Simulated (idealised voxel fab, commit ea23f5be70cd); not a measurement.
You're looking at the process module voxel transistor to metal.
cross-section cut | 195 nm wide | cells 5 nm
Think of the cross-section as a grid of square cells. We describe it in bands, top to bottom, and each band covers one or more rows of those cells.
The entry gives the band's vertical extent as a top height and a bottom height in nm, then its horizontal make-up as materials from left to right, each with a width in nm. "air" stands for empty space; a single material marked "edge to edge" fills the band edge to edge.
Heights are measured from 0, the level below which the as-received wafer is all one material; the lowest band has no bottom and continues downward, written as in "0 -> down".
When a width is written as two numbers, as in "30 to 40", the first number is the width in the top row of cells of the band and the second is the width in its bottom row, and the width changes by the same amount from each row to the next.
No cell of the cross-section changed in a step that is given as "nothing was modified".
Each empty space that has no open way to the top and spans at least 8 cells appears under "Entrapped voids" as width x height at distance, the distance counted from the left edge, all in nm.
It should be noted that, on the line of a given step, the content following the step's settings is a remark produced by the simulator itself with respect to that step.
overlay nm: on a step with a mask, how far right of its planned place the mask lay; negative means left.
Every pair from here on: before one process step, after it. The after cross-section reaches only to the lowest band that changed. Below the pair: the step in between and its settings. Pairs can belong to different runs of this module on the same starting wafer; a pair carries on from the pair above only if the entry headed "Before the step" says so.

BEFORE THE STEP
    30 -> 20 = SiO2: 50  air: 20  SiO2: 55  air: 20  SiO2: 50
    20 -> 5 = SiO2: 50  air: 20  SiN: 10  TiN: 5  HfO2: 5  W: 15  HfO2: 5  TiN: 5  SiN: 10  air: 20  SiO2: 50
    5 -> 0 = SiO2: 50  air: 10  SiGe: 10  SiN: 10  TiN: 5  HfO2: 25  TiN: 5  SiN: 10  SiGe: 10  air: 10  SiO2: 50
    0 -> -5 = SiO2: 35  SiGe: 35  SiO2: 10  TiN: 35  SiO2: 10  SiGe: 35  SiO2: 35
    -5 -> -10 = SiO2: 40  SiGe: 30  Si: 55  SiGe: 30  SiO2: 40
    -10 -> -25 = SiO2: 40  Si: 115  SiO2: 40
    -25 -> down = Si edge to edge
    Entrapped voids: none

POST-STEP APPEARANCE
    35 -> 30 = TiN: 55  air: 10  TiN: 65  air: 10  TiN: 55
    30 -> 20 = SiO2: 50  TiN: 5  air: 10  TiN: 5  SiO2: 55  TiN: 5  air: 10  TiN: 5  SiO2: 50
    20 -> 10 = SiO2: 50  TiN: 5  air: 10  TiN: 5  SiN: 10  TiN: 5  HfO2: 5  W: 15  HfO2: 5  TiN: 5  SiN: 10  TiN: 5  air: 10  TiN: 5  SiO2: 50
    10 -> 5 = SiO2: 50  TiN: 20  SiN: 10  TiN: 5  HfO2: 5  W: 15  HfO2: 5  TiN: 5  SiN: 10  TiN: 20  SiO2: 50
    5 -> 0 = SiO2: 50  TiN: 10  SiGe: 10  SiN: 10  TiN: 5  HfO2: 25  TiN: 5  SiN: 10  SiGe: 10  TiN: 10  SiO2: 50
    Below 0 it's all the same as before, nothing changed down there.
    Entrapped voids: none
The process step bridging the two cross-sections above: CONFORMAL_DEP with material TiN, thk nm 5

Before the step: no separate figure, the pair right above already shows it after its step.

POST-STEP APPEARANCE
    40 -> 35 = W edge to edge
    35 -> 30 = TiN: 55  W: 10  TiN: 65  W: 10  TiN: 55
    30 -> 20 = SiO2: 50  TiN: 5  W: 10  TiN: 5  SiO2: 55  TiN: 5  W: 10  TiN: 5  SiO2: 50
    20 -> 10 = SiO2: 50  TiN: 5  W: 10  TiN: 5  SiN: 10  TiN: 5  HfO2: 5  W: 15  HfO2: 5  TiN: 5  SiN: 10  TiN: 5  W: 10  TiN: 5  SiO2: 50
    Below 10 it's all the same as before, nothing changed down there.
    Entrapped voids: none
The process step bridging the two cross-sections above: FILL_DEP with material W, thk nm 5

Before the step: no separate figure, the pair right above already shows it after its step.

POST-STEP APPEARANCE
    30 -> 20 = SiO2: 50  TiN: 5  W: 10  TiN: 5  SiO2: 55  TiN: 5  W: 10  TiN: 5  SiO2: 50
    Below 20 it's all the same as before, nothing changed down there.
    Entrapped voids: none
The process step bridging the two cross-sections above: CMP with height nm 30

Before the step: no separate figure, the pair right above already shows it after its step.

POST-STEP APPEARANCE
    35 -> 30 = SiCN edge to edge
    Below 30 it's all the same as before, nothing changed down there.
    Entrapped voids: none
The process step bridging the two cross-sections above: CONFORMAL_DEP with material SiCN, thk nm 5

Before the step: no separate figure, the pair right above already shows it after its step.

POST-STEP APPEARANCE
    50 -> 35 = SiO2 edge to edge
    Below 35 it's all the same as before, nothing changed down there.
    Entrapped voids: none
The process step bridging the two cross-sections above: DIRECTIONAL_DEP with material SiO2, thk nm 15

Before the step: no separate figure, the pair right above already shows it after its step.

POST-STEP APPEARANCE
    65 -> 50 = aC edge to edge
    Below 50 it's all the same as before, nothing changed down there.
    Entrapped voids: none
The process step bridging the two cross-sections above: DIRECTIONAL_DEP with material aC, thk nm 15

Before the step: no separate figure, the pair right above already shows it after its step.

POST-STEP APPEARANCE
    95 -> 65 = resist: 50  air: 20  resist: 55  air: 20  resist: 50
    Below 65 it's all the same as before, nothing changed down there.
    Entrapped voids: none
The process step bridging the two cross-sections above: PATTERN with tone open, mask id METAL_1, material resist, width nm 20, pitch nm 75, thk nm 30, overlay nm 0

Before the step: no separate figure, the pair right above already shows it after its step.

POST-STEP APPEARANCE
    80 -> 65 = resist: 50  air: 20  resist: 55  air: 20  resist: 50
    65 -> 50 = aC: 50  air: 20  aC: 55  air: 20  aC: 50
    Below 50 it's all the same as before, nothing changed down there.
    Entrapped voids: none
The process step bridging the two cross-sections above: DIRECTIONAL_ETCH with etch materials aC, depth nm 15

Before the step: no separate figure, the pair right above already shows it after its step.

POST-STEP APPEARANCE
    65 -> 50 = aC: 50  air: 20  aC: 55  air: 20  aC: 50
    Below 50 it's all the same as before, nothing changed down there.
    Entrapped voids: none
The process step bridging the two cross-sections above: STRIP with etch materials resist

Before the step: no separate figure, the pair right above already shows it after its step.

POST-STEP APPEARANCE
    65 -> 50 = aC: 50  air: 20  aC: 55  air: 20  aC: 50
    50 -> 35 = SiO2: 50  air: 20  SiO2: 55  air: 20  SiO2: 50
    Below 35 it's all the same as before, nothing changed down there.
    Entrapped voids: none
The process step bridging the two cross-sections above: DIRECTIONAL_ETCH with etch materials SiO2, depth nm 15

Before the step: no separate figure, the pair right above already shows it after its step.

POST-STEP APPEARANCE
    65 -> 50 = aC: 50  air: 20  aC: 55  air: 20  aC: 50
    50 -> 35 = SiO2: 50  air: 20  SiO2: 55  air: 20  SiO2: 50
    35 -> 30 = SiCN: 50  air: 20  SiCN: 55  air: 20  SiCN: 50
    Below 30 it's all the same as before, nothing changed down there.
    Entrapped voids: none
The process step bridging the two cross-sections above: DIRECTIONAL_ETCH with etch materials SiCN, depth nm 5

Before the step: no separate figure, the pair right above already shows it after its step.

POST-STEP APPEARANCE
    50 -> 35 = SiO2: 50  air: 20  SiO2: 55  air: 20  SiO2: 50
    Below 35 it's all the same as before, nothing changed down there.
    Entrapped voids: none
The process step bridging the two cross-sections above: STRIP with etch materials aC

Before the step: no separate figure, the pair right above already shows it after its step.

POST-STEP APPEARANCE
    55 -> 50 = TiN: 55  air: 10  TiN: 65  air: 10  TiN: 55
    50 -> 35 = SiO2: 50  TiN: 5  air: 10  TiN: 5  SiO2: 55  TiN: 5  air: 10  TiN: 5  SiO2: 50
    35 -> 30 = SiCN: 50  TiN: 20  SiCN: 55  TiN: 20  SiCN: 50
    Below 30 it's all the same as before, nothing changed down there.
    Entrapped voids: none
The process step bridging the two cross-sections above: CONFORMAL_DEP with material TiN, thk nm 5

Before the step: no separate figure, the pair right above already shows it after its step.

POST-STEP APPEARANCE
    60 -> 55 = Ru edge to edge
    55 -> 50 = TiN: 55  Ru: 10  TiN: 65  Ru: 10  TiN: 55
    50 -> 35 = SiO2: 50  TiN: 5  Ru: 10  TiN: 5  SiO2: 55  TiN: 5  Ru: 10  TiN: 5  SiO2: 50
    Below 35 it's all the same as before, nothing changed down there.
    Entrapped voids: none
The process step bridging the two cross-sections above: FILL_DEP with material Ru, thk nm 5

Before the step: no separate figure, the pair right above already shows it after its step.

POST-STEP APPEARANCE
    50 -> 35 = SiO2: 50  TiN: 5  Ru: 10  TiN: 5  SiO2: 55  TiN: 5  Ru: 10  TiN: 5  SiO2: 50
    Below 35 it's all the same as before, nothing changed down there.
    Entrapped voids: none
The process step bridging the two cross-sections above: CMP with height nm 50

Before the step: no separate figure, the pair right above already shows it after its step.

POST-STEP APPEARANCE
    55 -> 50 = SiN edge to edge
    Below 50 it's all the same as before, nothing changed down there.
    Entrapped voids: none
The process step bridging the two cross-sections above: CONFORMAL_DEP with material SiN, thk nm 5

BEFORE THE STEP
    40 -> 35 = W edge to edge
    35 -> 30 = W: 60  TiN: 30  W: 15  TiN: 30  W: 60
    30 -> 25 = TiN: 65  HfO2: 20  TiN: 5  W: 15  TiN: 5  HfO2: 20  TiN: 65
    25 -> 20 = HfO2: 70  SiN: 10  HfO2: 5  TiN: 5  W: 15  TiN: 5  HfO2: 5  SiN: 10  HfO2: 70
    20 -> 5 = SiO2: 70  SiN: 10  HfO2: 5  TiN: 5  W: 15  TiN: 5  HfO2: 5  SiN: 10  SiO2: 70
    5 -> 0 = SiO2: 60  SiGe: 10  SiN: 10  HfO2: 5  TiN: 25  HfO2: 5  SiN: 10  SiGe: 10  SiO2: 60
    0 -> -5 = SiO2: 35  SiGe: 35  SiO2: 10  HfO2: 35  SiO2: 10  SiGe: 35  SiO2: 35
    -5 -> -10 = SiO2: 40  SiGe: 30  Si: 55  SiGe: 30  SiO2: 40
    -10 -> -25 = SiO2: 40  Si: 115  SiO2: 40
    -25 -> down = Si edge to edge
    Entrapped voids: none

POST-STEP APPEARANCE
    10 -> 5 = SiO2: 70  SiN: 10  HfO2: 5  TiN: 5  W: 15  TiN: 5  HfO2: 5  SiN: 10  SiO2: 70
    Below 5 it's all the same as before, nothing changed down there.
    Entrapped voids: none
The process step bridging the two cross-sections above: CMP with height nm 10

Before the step: no separate figure, the pair right above already shows it after its step.

POST-STEP APPEARANCE
    20 -> 10 = SiO2 edge to edge
    Below 10 it's all the same as before, nothing changed down there.
    Entrapped voids: none
The process step bridging the two cross-sections above: DIRECTIONAL_DEP with material SiO2, thk nm 10

Before the step: no separate figure, the pair right above already shows it after its step.

POST-STEP APPEARANCE
    20 -> 10 = SiO2: 50  air: 20  SiO2: 55  air: 20  SiO2: 50
    10 -> 5 = SiO2: 50  air: 20  SiN: 10  HfO2: 5  TiN: 5  W: 15  TiN: 5  HfO2: 5  SiN: 10  air: 20  SiO2: 50
    5 -> 0 = SiO2: 50  air: 10  SiGe: 10  SiN: 10  HfO2: 5  TiN: 25  HfO2: 5  SiN: 10  SiGe: 10  air: 10  SiO2: 50
    Below 0 it's all the same as before, nothing changed down there.
    Entrapped voids: none
The process step bridging the two cross-sections above: MASKED_ETCH with tone open, mask id CONTACT, width nm 20, pitch nm 75, etch materials SiO2, depth nm 30, overlay nm 0

Before the step: no separate figure, the pair right above already shows it after its step.

POST-STEP APPEARANCE
    25 -> 20 = TiN: 55  air: 10  TiN: 65  air: 10  TiN: 55
    20 -> 10 = SiO2: 50  TiN: 5  air: 10  TiN: 5  SiO2: 55  TiN: 5  air: 10  TiN: 5  SiO2: 50
    10 -> 5 = SiO2: 50  TiN: 20  SiN: 10  HfO2: 5  TiN: 5  W: 15  TiN: 5  HfO2: 5  SiN: 10  TiN: 20  SiO2: 50
    5 -> 0 = SiO2: 50  TiN: 10  SiGe: 10  SiN: 10  HfO2: 5  TiN: 25  HfO2: 5  SiN: 10  SiGe: 10  TiN: 10  SiO2: 50
    Below 0 it's all the same as before, nothing changed down there.
    Entrapped voids: none
The process step bridging the two cross-sections above: CONFORMAL_DEP with material TiN, thk nm 5

Before the step: no separate figure, the pair right above already shows it after its step.

POST-STEP APPEARANCE
    30 -> 25 = W edge to edge
    25 -> 20 = TiN: 55  W: 10  TiN: 65  W: 10  TiN: 55
    20 -> 10 = SiO2: 50  TiN: 5  W: 10  TiN: 5  SiO2: 55  TiN: 5  W: 10  TiN: 5  SiO2: 50
    Below 10 it's all the same as before, nothing changed down there.
    Entrapped voids: none
The process step bridging the two cross-sections above: FILL_DEP with material W, thk nm 5

Before the step: no separate figure, the pair right above already shows it after its step.

POST-STEP APPEARANCE
    35 -> 30 = SiCN edge to edge
    Below 30 it's all the same as before, nothing changed down there.
    Entrapped voids: none
The process step bridging the two cross-sections above: CONFORMAL_DEP with material SiCN, thk nm 5

Before the step: no separate figure, the pair right above already shows it after its step.

POST-STEP APPEARANCE
    50 -> 35 = SiO2 edge to edge
    Below 35 it's all the same as before, nothing changed down there.
    Entrapped voids: none
The process step bridging the two cross-sections above: DIRECTIONAL_DEP with material SiO2, thk nm 15

Before the step: no separate figure, the pair right above already shows it after its step.

POST-STEP APPEARANCE
    65 -> 50 = aC edge to edge
    Below 50 it's all the same as before, nothing changed down there.
    Entrapped voids: none
The process step bridging the two cross-sections above: DIRECTIONAL_DEP with material aC, thk nm 15

Before the step: no separate figure, the pair right above already shows it after its step.

POST-STEP APPEARANCE
    95 -> 65 = resist: 50  air: 20  resist: 55  air: 20  resist: 50
    Below 65 it's all the same as before, nothing changed down there.
    Entrapped voids: none
The process step bridging the two cross-sections above: PATTERN with tone open, mask id METAL_1, material resist, width nm 20, pitch nm 75, thk nm 30, overlay nm 0

Before the step: no separate figure, the pair right above already shows it after its step.

POST-STEP APPEARANCE
    80 -> 65 = resist: 50  air: 20  resist: 55  air: 20  resist: 50
    65 -> 50 = aC: 50  air: 20  aC: 55  air: 20  aC: 50
    Below 50 it's all the same as before, nothing changed down there.
    Entrapped voids: none
The process step bridging the two cross-sections above: DIRECTIONAL_ETCH with etch materials aC, depth nm 15

Before the step: no separate figure, the pair right above already shows it after its step.

POST-STEP APPEARANCE
    65 -> 50 = aC: 50  air: 20  aC: 55  air: 20  aC: 50
    Below 50 it's all the same as before, nothing changed down there.
    Entrapped voids: none
The process step bridging the two cross-sections above: STRIP with etch materials resist

Before the step: no separate figure, the pair right above already shows it after its step.

POST-STEP APPEARANCE
    65 -> 50 = aC: 50  air: 20  aC: 55  air: 20  aC: 50
    50 -> 35 = SiO2: 50  air: 20  SiO2: 55  air: 20  SiO2: 50
    Below 35 it's all the same as before, nothing changed down there.
    Entrapped voids: none
The process step bridging the two cross-sections above: DIRECTIONAL_ETCH with etch materials SiO2, depth nm 15

Before the step: no separate figure, the pair right above already shows it after its step.

POST-STEP APPEARANCE
    65 -> 50 = aC: 50  air: 20  aC: 55  air: 20  aC: 50
    50 -> 35 = SiO2: 50  air: 20  SiO2: 55  air: 20  SiO2: 50
    35 -> 30 = SiCN: 50  air: 20  SiCN: 55  air: 20  SiCN: 50
    Below 30 it's all the same as before, nothing changed down there.
    Entrapped voids: none
The process step bridging the two cross-sections above: DIRECTIONAL_ETCH with etch materials SiCN, depth nm 5

Before the step: no separate figure, the pair right above already shows it after its step.

POST-STEP APPEARANCE
    50 -> 35 = SiO2: 50  air: 20  SiO2: 55  air: 20  SiO2: 50
    Below 35 it's all the same as before, nothing changed down there.
    Entrapped voids: none
The process step bridging the two cross-sections above: STRIP with etch materials aC

Before the step: no separate figure, the pair right above already shows it after its step.

POST-STEP APPEARANCE
    55 -> 50 = TiN: 55  air: 10  TiN: 65  air: 10  TiN: 55
    50 -> 35 = SiO2: 50  TiN: 5  air: 10  TiN: 5  SiO2: 55  TiN: 5  air: 10  TiN: 5  SiO2: 50
    35 -> 30 = SiCN: 50  TiN: 20  SiCN: 55  TiN: 20  SiCN: 50
    Below 30 it's all the same as before, nothing changed down there.
    Entrapped voids: none
The process step bridging the two cross-sections above: CONFORMAL_DEP with material TiN, thk nm 5

Before the step: no separate figure, the pair right above already shows it after its step.

POST-STEP APPEARANCE
    60 -> 55 = Ru edge to edge
    55 -> 50 = TiN: 55  Ru: 10  TiN: 65  Ru: 10  TiN: 55
    50 -> 35 = SiO2: 50  TiN: 5  Ru: 10  TiN: 5  SiO2: 55  TiN: 5  Ru: 10  TiN: 5  SiO2: 50
    Below 35 it's all the same as before, nothing changed down there.
    Entrapped voids: none
The process step bridging the two cross-sections above: FILL_DEP with material Ru, thk nm 5

Before the step: no separate figure, the pair right above already shows it after its step.

POST-STEP APPEARANCE
    50 -> 35 = SiO2: 50  TiN: 5  Ru: 10  TiN: 5  SiO2: 55  TiN: 5  Ru: 10  TiN: 5  SiO2: 50
    Below 35 it's all the same as before, nothing changed down there.
    Entrapped voids: none
The process step bridging the two cross-sections above: CMP with height nm 50

Before the step: no separate figure, the pair right above already shows it after its step.

POST-STEP APPEARANCE
    55 -> 50 = SiN edge to edge
    Below 50 it's all the same as before, nothing changed down there.
    Entrapped voids: none
The process step bridging the two cross-sections above: CONFORMAL_DEP with material SiN, thk nm 5

BEFORE THE STEP
    65 -> 50 = aC edge to edge
    50 -> 35 = SiO2 edge to edge
    35 -> 30 = SiCN edge to edge
    30 -> 20 = SiO2: 50  TiN: 5  W: 10  TiN: 5  SiO2: 55  TiN: 5  W: 10  TiN: 5  SiO2: 50
    20 -> 10 = SiO2: 50  TiN: 5  W: 10  TiN: 5  SiN: 10  HfO2: 5  TiN: 5  W: 15  TiN: 5  HfO2: 5  SiN: 10  TiN: 5  W: 10  TiN: 5  SiO2: 50
    10 -> 5 = SiO2: 50  TiN: 20  SiN: 10  HfO2: 5  TiN: 5  W: 15  TiN: 5  HfO2: 5  SiN: 10  TiN: 20  SiO2: 50
    5 -> 0 = SiO2: 50  TiN: 10  SiGe: 10  SiN: 10  HfO2: 5  TiN: 25  HfO2: 5  SiN: 10  SiGe: 10  TiN: 10  SiO2: 50
    0 -> -5 = SiO2: 35  SiGe: 35  SiO2: 10  HfO2: 35  SiO2: 10  SiGe: 35  SiO2: 35
    -5 -> -10 = SiO2: 40  SiGe: 30  Si: 55  SiGe: 30  SiO2: 40
    -10 -> -25 = SiO2: 40  Si: 115  SiO2: 40
    -25 -> down = Si edge to edge
    Entrapped voids: none

POST-STEP APPEARANCE
    95 -> 65 = resist: 55  air: 15  resist: 60  air: 15  resist: 50
    Below 65 it's all the same as before, nothing changed down there.
    Entrapped voids: none
The process step bridging the two cross-sections above: PATTERN with tone open, mask id METAL_1, material resist, width nm 15, pitch nm 75, thk nm 30, overlay nm 0

Before the step: no separate figure, the pair right above already shows it after its step.

POST-STEP APPEARANCE
    80 -> 65 = resist: 55  air: 15  resist: 60  air: 15  resist: 50
    65 -> 50 = aC: 55  air: 15  aC: 60  air: 15  aC: 50
    Below 50 it's all the same as before, nothing changed down there.
    Entrapped voids: none
The process step bridging the two cross-sections above: DIRECTIONAL_ETCH with etch materials aC, depth nm 15

Before the step: no separate figure, the pair right above already shows it after its step.

POST-STEP APPEARANCE
    65 -> 50 = aC: 55  air: 15  aC: 60  air: 15  aC: 50
    Below 50 it's all the same as before, nothing changed down there.
    Entrapped voids: none
The process step bridging the two cross-sections above: STRIP with etch materials resist

Before the step: no separate figure, the pair right above already shows it after its step.

POST-STEP APPEARANCE
    65 -> 50 = aC: 55  air: 15  aC: 60  air: 15  aC: 50
    50 -> 35 = SiO2: 55  air: 15  SiO2: 60  air: 15  SiO2: 50
    Below 35 it's all the same as before, nothing changed down there.
    Entrapped voids: none
The process step bridging the two cross-sections above: DIRECTIONAL_ETCH with etch materials SiO2, depth nm 15

Before the step: no separate figure, the pair right above already shows it after its step.

POST-STEP APPEARANCE
    65 -> 50 = aC: 55  air: 15  aC: 60  air: 15  aC: 50
    50 -> 35 = SiO2: 55  air: 15  SiO2: 60  air: 15  SiO2: 50
    35 -> 30 = SiCN: 55  air: 15  SiCN: 60  air: 15  SiCN: 50
    Below 30 it's all the same as before, nothing changed down there.
    Entrapped voids: none
The process step bridging the two cross-sections above: DIRECTIONAL_ETCH with etch materials SiCN, depth nm 5

Before the step: no separate figure, the pair right above already shows it after its step.

POST-STEP APPEARANCE
    50 -> 35 = SiO2: 55  air: 15  SiO2: 60  air: 15  SiO2: 50
    Below 35 it's all the same as before, nothing changed down there.
    Entrapped voids: none
The process step bridging the two cross-sections above: STRIP with etch materials aC

Before the step: no separate figure, the pair right above already shows it after its step.

POST-STEP APPEARANCE
    55 -> 50 = TiN: 60  air: 5  TiN: 70  air: 5  TiN: 55
    50 -> 35 = SiO2: 55  TiN: 5  air: 5  TiN: 5  SiO2: 60  TiN: 5  air: 5  TiN: 5  SiO2: 50
    35 -> 30 = SiCN: 55  TiN: 15  SiCN: 60  TiN: 15  SiCN: 50
    Below 30 it's all the same as before, nothing changed down there.
    Entrapped voids: none
The process step bridging the two cross-sections above: CONFORMAL_DEP with material TiN, thk nm 5

Before the step: no separate figure, the pair right above already shows it after its step.

POST-STEP APPEARANCE
    60 -> 55 = Ru edge to edge
    55 -> 50 = TiN: 60  Ru: 5  TiN: 70  Ru: 5  TiN: 55
    50 -> 35 = SiO2: 55  TiN: 5  Ru: 5  TiN: 5  SiO2: 60  TiN: 5  Ru: 5  TiN: 5  SiO2: 50
    Below 35 it's all the same as before, nothing changed down there.
    Entrapped voids: none
The process step bridging the two cross-sections above: FILL_DEP with material Ru, thk nm 5

Before the step: no separate figure, the pair right above already shows it after its step.

POST-STEP APPEARANCE
    50 -> 35 = SiO2: 55  TiN: 5  Ru: 5  TiN: 5  SiO2: 60  TiN: 5  Ru: 5  TiN: 5  SiO2: 50
    Below 35 it's all the same as before, nothing changed down there.
    Entrapped voids: none
The process step bridging the two cross-sections above: CMP with height nm 50

Before the step: no separate figure, the pair right above already shows it after its step.

POST-STEP APPEARANCE
    55 -> 50 = SiN edge to edge
    Below 50 it's all the same as before, nothing changed down there.
    Entrapped voids: none
The process step bridging the two cross-sections above: CONFORMAL_DEP with material SiN, thk nm 5

BEFORE THE STEP
    25 -> 15 = aC edge to edge
    15 -> 5 = SiN edge to edge
    5 -> 0 = SiO2 edge to edge
    0 -> down = Si edge to edge
    Entrapped voids: none

POST-STEP APPEARANCE
    50 -> 25 = air: 30  resist: 115  air: 50
    Below 25 it's all the same as before, nothing changed down there.
    Entrapped voids: none
The process step bridging the two cross-sections above: PATTERN with tone cover, mask id ACTIVE, material resist, width nm 115, thk nm 25, overlay nm -10

Before the step: no separate figure, the pair right above already shows it after its step.

POST-STEP APPEARANCE
    40 -> 25 = air: 30  resist: 115  air: 50
    25 -> 15 = air: 30  aC: 115  air: 50
    Below 15 it's all the same as before, nothing changed down there.
    Entrapped voids: none
The process step bridging the two cross-sections above: DIRECTIONAL_ETCH with etch materials aC, depth nm 10

Before the step: no separate figure, the pair right above already shows it after its step.

POST-STEP APPEARANCE
    25 -> 15 = air: 30  aC: 115  air: 50
    Below 15 it's all the same as before, nothing changed down there.
    Entrapped voids: none
The process step bridging the two cross-sections above: STRIP with etch materials resist

Before the step: no separate figure, the pair right above already shows it after its step.

POST-STEP APPEARANCE
    25 -> 15 = air: 30  aC: 115  air: 50
    15 -> 5 = air: 30  SiN: 115  air: 50
    Below 5 it's all the same as before, nothing changed down there.
    Entrapped voids: none
The process step bridging the two cross-sections above: DIRECTIONAL_ETCH with etch materials SiN, depth nm 10

Before the step: no separate figure, the pair right above already shows it after its step.

POST-STEP APPEARANCE
    25 -> 15 = air: 30  aC: 115  air: 50
    15 -> 5 = air: 30  SiN: 115  air: 50
    5 -> 0 = air: 30  SiO2: 115  air: 50
    Below 0 it's all the same as before, nothing changed down there.
    Entrapped voids: none
The process step bridging the two cross-sections above: DIRECTIONAL_ETCH with etch materials SiO2, depth nm 5

Before the step: no separate figure, the pair right above already shows it after its step.

POST-STEP APPEARANCE
    25 -> 15 = air: 30  aC: 115  air: 50
    15 -> 5 = air: 30  SiN: 115  air: 50
    5 -> 0 = air: 30  SiO2: 115  air: 50
    0 -> -25 = air: 30  Si: 115  air: 50
    Below -25 it's all the same as before, nothing changed down there.
    Entrapped voids: none
The process step bridging the two cross-sections above: DIRECTIONAL_ETCH with etch materials Si, depth nm 25

Before the step: no separate figure, the pair right above already shows it after its step.

POST-STEP APPEARANCE
    15 -> 5 = air: 30  SiN: 115  air: 50
    Below 5 it's all the same as before, nothing changed down there.
    Entrapped voids: none
The process step bridging the two cross-sections above: STRIP with etch materials aC

Before the step: no separate figure, the pair right above already shows it after its step.

POST-STEP APPEARANCE
    20 -> 15 = SiO2 edge to edge
    15 -> 5 = SiO2: 30  SiN: 115  SiO2: 50
    5 -> 0 = SiO2 edge to edge
    0 -> -25 = SiO2: 30  Si: 115  SiO2: 50
    Below -25 it's all the same as before, nothing changed down there.
    Entrapped voids: none
The process step bridging the two cross-sections above: FILL_DEP with material SiO2, thk nm 5

Before the step: no separate figure, the pair right above already shows it after its step.

POST-STEP APPEARANCE
    15 -> 5 = SiO2: 30  SiN: 115  SiO2: 50
    Below 5 it's all the same as before, nothing changed down there.
    Entrapped voids: none
The process step bridging the two cross-sections above: CMP with height nm 15

Before the step: no separate figure, the pair right above already shows it after its step.

POST-STEP APPEARANCE
    15 -> 5 = air: 30  SiN: 115  air: 50
    Below 5 it's all the same as before, nothing changed down there.
    Entrapped voids: none
The process step bridging the two cross-sections above: SELECTIVE_ETCH with etch materials SiO2, depth nm 10

Before the step: no separate figure, the pair right above already shows it after its step.

POST-STEP APPEARANCE
    5 -> 0 = SiO2 edge to edge
    Below 0 it's all the same as before, nothing changed down there.
    Entrapped voids: none
The process step bridging the two cross-sections above: STRIP with etch materials SiN

Before the step: no separate figure, the pair right above already shows it after its step.

POST-STEP APPEARANCE
    0 -> -25 = SiO2: 30  Si: 115  SiO2: 50
    Below -25 it's all the same as before, nothing changed down there.
    Entrapped voids: none
The process step bridging the two cross-sections above: SELECTIVE_ETCH with etch materials SiO2, depth nm 5

Before the step: no separate figure, the pair right above already shows it after its step.

POST-STEP APPEARANCE
    0 -> -5 = SiO2 edge to edge
    Below -5 it's all the same as before, nothing changed down there.
    Entrapped voids: none
The process step bridging the two cross-sections above: OXIDIZE with depth nm 5

Before the step: no separate figure, the pair right above already shows it after its step.

POST-STEP APPEARANCE
    25 -> 0 = polySi edge to edge
    Below 0 it's all the same as before, nothing changed down there.
    Entrapped voids: none
The process step bridging the two cross-sections above: DIRECTIONAL_DEP with material polySi, thk nm 25

Before the step: no separate figure, the pair right above already shows it after its step.

POST-STEP APPEARANCE
    40 -> 25 = SiCN edge to edge
    Below 25 it's all the same as before, nothing changed down there.
    Entrapped voids: none
The process step bridging the two cross-sections above: DIRECTIONAL_DEP with material SiCN, thk nm 15

Before the step: no separate figure, the pair right above already shows it after its step.

POST-STEP APPEARANCE
    40 -> 25 = air: 85  SiCN: 25  air: 85
    Below 25 it's all the same as before, nothing changed down there.
    Entrapped voids: none
The process step bridging the two cross-sections above: MASKED_ETCH with tone cover, mask id GATE, width nm 25, etch materials SiCN, depth nm 25, overlay nm 0

Before the step: no separate figure, the pair right above already shows it after its step.

POST-STEP APPEARANCE
    40 -> 25 = air: 85  SiCN: 25  air: 85
    25 -> 0 = air: 85  polySi: 25  air: 85
    Below 0 it's all the same as before, nothing changed down there.
    Entrapped voids: none
The process step bridging the two cross-sections above: MASKED_ETCH with tone cover, mask id GATE, width nm 25, etch materials polySi, depth nm 35, overlay nm 0

Before the step: no separate figure, the pair right above already shows it after its step.

POST-STEP APPEARANCE
    45 -> 40 = air: 80  SiO2: 35  air: 80
    40 -> 25 = air: 80  SiO2: 5  SiCN: 25  SiO2: 5  air: 80
    25 -> 5 = air: 80  SiO2: 5  polySi: 25  SiO2: 5  air: 80
    5 -> 0 = SiO2: 85  polySi: 25  SiO2: 85
    Below 0 it's all the same as before, nothing changed down there.
    Entrapped voids: none
The process step bridging the two cross-sections above: CONFORMAL_DEP with material SiO2, thk nm 5

Before the step: no separate figure, the pair right above already shows it after its step.

POST-STEP APPEARANCE
    40 -> 25 = air: 80  SiO2: 5  SiCN: 25  SiO2: 5  air: 80
    25 -> 0 = air: 80  SiO2: 5  polySi: 25  SiO2: 5  air: 80
    Below 0 it's all the same as before, nothing changed down there.
    Entrapped voids: none
The process step bridging the two cross-sections above: DIRECTIONAL_ETCH with etch materials SiO2, depth nm 5

Before the step: no separate figure, the pair right above already shows it after its step.

POST-STEP APPEARANCE
    50 -> 40 = air: 70  SiN: 55  air: 70
    40 -> 25 = air: 70  SiN: 10  SiO2: 5  SiCN: 25  SiO2: 5  SiN: 10  air: 70
    25 -> 10 = air: 70  SiN: 10  SiO2: 5  polySi: 25  SiO2: 5  SiN: 10  air: 70
    10 -> 0 = SiN: 80  SiO2: 5  polySi: 25  SiO2: 5  SiN: 80
    Below 0 it's all the same as before, nothing changed down there.
    Entrapped voids: none
The process step bridging the two cross-sections above: CONFORMAL_DEP with material SiN, thk nm 10

Before the step: no separate figure, the pair right above already shows it after its step.

POST-STEP APPEARANCE
    40 -> 25 = air: 70  SiN: 10  SiO2: 5  SiCN: 25  SiO2: 5  SiN: 10  air: 70
    25 -> 0 = air: 70  SiN: 10  SiO2: 5  polySi: 25  SiO2: 5  SiN: 10  air: 70
    Below 0 it's all the same as before, nothing changed down there.
    Entrapped voids: none
The process step bridging the two cross-sections above: DIRECTIONAL_ETCH with etch materials SiN, depth nm 10

Before the step: no separate figure, the pair right above already shows it after its step.

POST-STEP APPEARANCE
    40 -> 35 = air: 70  SiN: 10  air: 5  SiCN: 25  air: 5  SiN: 10  air: 70
    35 -> 25 = air: 70  SiN: 10  SiO2: 5  SiCN: 25  SiO2: 5  SiN: 10  air: 70
    25 -> 0 = air: 70  SiN: 10  SiO2: 5  polySi: 25  SiO2: 5  SiN: 10  air: 70
    0 -> -5 = air: 70  SiO2: 55  air: 70
    Below -5 it's all the same as before, nothing changed down there.
    Entrapped voids: none
The process step bridging the two cross-sections above: DIRECTIONAL_ETCH with etch materials SiO2, depth nm 5
